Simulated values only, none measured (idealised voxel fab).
process module | voxel self aligned contacts
Cross-section cut: width 185 nm, square cells of 5 nm.
Notation: cross-section as square-cell grid; stated in bands, top first, going down; one or more cell rows per band. For a band, the entry starts with two heights in nm, that of the top and then that of the bottom, and carries on with the band's materials in order from left to right, each alongside its width in nm; the word "throughout" beside a single material means it fills the band edge to edge, and "empty" means empty space. Note: height 0 marks the level under which the wafer is uniformly one material as received. Lowest band unbounded below, written "0 down". Width: "30..40" (first number = top row, second number = bottom row, same change from row to row of cells). "identical to before", as given for a step, is the statement that not any cell of the cross-section underwent a change during that step. Closed empty spaces (no open way to the top) of 8 cells or more are what "Entrapped void list" lists, each as width x height at distance from the left edge, nm for all three. Text after the settings on a step's line: the simulator's own remark on that step. Each step line may optionally specify "overlay nm", which for a step with a mask gives the rightward distance between the mask's planned place and where it lay, a negative value indicating the leftward direction.
Set out below are the planned steps of the process
1 RECEIVE (material Si)
2 CONFORMAL_DEP (material SiO2; thk nm 5)
3 DIRECTIONAL_DEP (material polySi; thk nm 20)
4 DIRECTIONAL_DEP (material SiN; thk nm 15)
5 PATTERN (tone cover; mask id GATE; material resist; width nm 30; pitch nm 60; thk nm 15; overlay nm 0)
6 DIRECTIONAL_ETCH (etch materials SiN; depth nm 15)
7 DIRECTIONAL_ETCH (etch materials polySi; depth nm 20)
8 STRIP (etch materials resist)
9 CONFORMAL_DEP (material SiN; thk nm 5)
10 DIRECTIONAL_ETCH (etch materials SiN; depth nm 5)
11 FILL_DEP (material SiO2; thk nm 15)
12 CMP (height nm 45)
13 MASKED_ETCH (tone open; mask id CONTACT; width nm 40; pitch nm 60; etch materials SiO2; depth nm 45; overlay nm 0)
14 CONFORMAL_DEP (material TiN; thk nm 5)
15 FILL_DEP (material W; thk nm 5)
16 CMP (height nm 45)
17 CONFORMAL_DEP (material SiCN; thk nm 5)
Step 1 complete: cross-section of the wafer as received
- 0 down | Si throughout
- Entrapped void list: none
Starting structure and process plan are as shown above, but one mistake was made in running the module; the wafer cross-section at the end of the module follows
- 50 to 45 | SiCN throughout
- 45 to 40 | SiO2 10, polySi 40, TiN 5, W 10, TiN 5, polySi 40, TiN 5, W 10, TiN 5, polySi 40, SiO2 15
- 40 to 25 | SiO2 10, polySi 5, SiN 30, polySi 5, TiN 5, W 10, TiN 5, polySi 5, SiN 30, polySi 5, TiN 5, W 10, TiN 5, polySi 5, SiN 30, polySi 5, SiO2 15
- 25 to 15 | SiO2 10, polySi 40, TiN 5, W 10, TiN 5, polySi 40, TiN 5, W 10, TiN 5, polySi 40, SiO2 15
- 15 to 10 | SiO2 10, polySi 40, TiN 20, polySi 40, TiN 20, polySi 40, SiO2 15
- 10 to 5 | polySi throughout
- 5 to 0 | SiO2 throughout
- 0 down | Si throughout
- Entrapped void list: none
Which mistake was made when the wafer was run? it should be noted that step 9 was executed with settings other than those planned, the operation and settings actually applied being CONFORMAL_DEP (material polySi; thk nm 5)
